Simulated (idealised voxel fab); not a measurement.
The document below concerns the process module designated voxel transistor to metal.
Pictured: cross-section cut, 190 nm wide, on a grid of 5 nm square cells.
Cross-section, as written here: a square-cell grid given band by band from the top down, where a band holds one or more rows of cells. It is stipulated that each band's entry specify, in nanometres, the height of the top of the band and then that of its bottom, followed by the materials of the band in left-to-right sequence, each together with its width in nanometres. A single material marked by the word "all across" is understood to fill the band from edge to edge; the word "blank" is understood to denote empty space. Heights are expressed relative to 0, this being the level below which the as-received wafer comprises one material exclusively. The lowest band is unbounded in the downward direction and is denoted as in "0..down". A width given as "30..40" starts at the first number in the band's top row and ends at the second number in its bottom row, shifting by an equal amount at every step from row to row. "same as before" (step): cross-section cells unchanged, all of them. Each empty space that has no open way to the top and spans at least 8 cells appears under "Enclosed voids" as width x height at distance, the distance counted from the left edge, all in nm. If you see something after the settings on a step's line, that's the simulator's own remark about that step. "overlay nm" answers the question of how far to the right of plan the mask lay on a step that has a mask, and when it is negative the answer is to the left.

THE STEPS PLANNED FOR THE PROCESS ARE AS FOLLOWS
1: RECEIVE [material Si]
2: CONFORMAL_DEP [material SiO2] [thk nm 5]
3: CONFORMAL_DEP [material SiN] [thk nm 10]
4: DIRECTIONAL_DEP [material aC] [thk nm 10]
5: PATTERN [tone cover] [mask id ACTIVE] [material resist] [width nm 115] [thk nm 25] [overlay nm 0]
6: DIRECTIONAL_ETCH [etch materials aC] [depth nm 10]
7: STRIP [etch materials resist]
8: DIRECTIONAL_ETCH [etch materials SiN] [depth nm 10]
9: DIRECTIONAL_ETCH [etch materials SiO2] [depth nm 5]
10: DIRECTIONAL_ETCH [etch materials Si] [depth nm 35]
11: STRIP [etch materials aC]
12: FILL_DEP [material SiO2] [thk nm 5]
13: CMP [height nm 15]
14: SELECTIVE_ETCH [etch materials SiO2] [depth nm 10]
15: STRIP [etch materials SiN]
16: SELECTIVE_ETCH [etch materials SiO2] [depth nm 5]
17: OXIDIZE [depth nm 5]
18: DIRECTIONAL_DEP [material polySi] [thk nm 25]
19: DIRECTIONAL_DEP [material SiCN] [thk nm 10]
20: MASKED_ETCH [tone cover] [mask id GATE] [width nm 25] [etch materials SiCN] [depth nm 20] [overlay nm 0]
21: MASKED_ETCH [tone cover] [mask id GATE] [width nm 25] [etch materials polySi] [depth nm 35] [overlay nm 0]
22: CONFORMAL_DEP [material SiN] [thk nm 10]
23: DIRECTIONAL_ETCH [etch materials SiN] [depth nm 10]
24: DIRECTIONAL_ETCH [etch materials SiO2] [depth nm 5]
25: EPI [material nSi] [thk nm 5]
26: FILL_DEP [material SiO2] [thk nm 10]
27: CMP [height nm 25]
28: STRIP [etch materials polySi]
29: SELECTIVE_ETCH [etch materials SiO2] [depth nm 5]
30: CONFORMAL_DEP [material HfO2] [thk nm 5]
31: CONFORMAL_DEP [material TiN] [thk nm 5]
32: FILL_DEP [material W] [thk nm 5]
33: CMP [height nm 20]
34: DIRECTIONAL_DEP [material SiO2] [thk nm 10]
35: PATTERN [tone open] [mask id CONTACT] [material resist] [width nm 20] [pitch nm 75] [thk nm 20] [overlay nm 0]
36: DIRECTIONAL_ETCH [etch materials SiO2] [depth nm 30]
37: STRIP [etch materials resist]
38: CONFORMAL_DEP [material TiN] [thk nm 5]
39: FILL_DEP [material W] [thk nm 10]
40: CMP [height nm 30]
41: DIRECTIONAL_DEP [material TiN] [thk nm 5]
42: DIRECTIONAL_DEP [material Ru] [thk nm 15]
43: PATTERN [tone cover] [mask id METAL_1] [material resist] [width nm 20] [pitch nm 75] [thk nm 15] [overlay nm 0]
44: DIRECTIONAL_ETCH [etch materials Ru] [depth nm 15]
45: DIRECTIONAL_ETCH [etch materials TiN] [depth nm 5]
46: STRIP [etch materials resist]
47: CONFORMAL_DEP [material SiN] [thk nm 5]
48: FILL_DEP [material lowk] [thk nm 5]
49: CMP [height nm 50]
50: CONFORMAL_DEP [material SiN] [thk nm 5]

AS RECEIVED, AFTER STEP 1
    0..down | Si all across
    Enclosed voids: none

THIS IS HOW THE WAFER LOOKS IN CROSS-SECTION ONCE THE MODULE IS DONE, GIVEN THE STARTING STATE AND PLAN ABOVE AND ONE MISTAKE IN CARRYING THE PLAN OUT
    55..50 | SiN all across
    50..35 | lowk 40 nm  SiN 5 nm  Ru 20 nm  SiN 5 nm  lowk 45 nm  SiN 5 nm  Ru 20 nm  SiN 5 nm  lowk 45 nm
    35..30 | SiN 45 nm  TiN 20 nm  SiN 55 nm  TiN 20 nm  SiN 50 nm
    30..20 | SiO2 45 nm  TiN 5 nm  W 10 nm  TiN 5 nm  SiO2 55 nm  TiN 5 nm  W 10 nm  TiN 5 nm  SiO2 50 nm
    20..5 | SiO2 45 nm  TiN 5 nm  W 10 nm  TiN 5 nm  SiO2 5 nm  SiN 10 nm  HfO2 5 nm  TiN 5 nm  W 5 nm  TiN 5 nm  HfO2 5 nm  SiN 10 nm  SiO2 5 nm  TiN 5 nm  W 10 nm  TiN 5 nm  SiO2 50 nm
    5..0 | SiO2 45 nm  TiN 20 nm  SiO2 5 nm  SiN 10 nm  HfO2 5 nm  TiN 15 nm  HfO2 5 nm  SiN 10 nm  SiO2 5 nm  TiN 20 nm  SiO2 50 nm
    0..-5 | SiO2 35 nm  nSi 35 nm  SiO2 5 nm  HfO2 35 nm  SiO2 5 nm  nSi 35 nm  SiO2 40 nm
    -5..-35 | SiO2 40 nm  Si 105 nm  SiO2 45 nm
    -35..down | Si all across
    Enclosed voids: none
Here's what went sideways: note that step 5 departed from the planned setting and was carried out as PATTERN [tone cover] [mask id ACTIVE] [material resist] [width nm 105] [thk nm 25] [overlay nm 0]
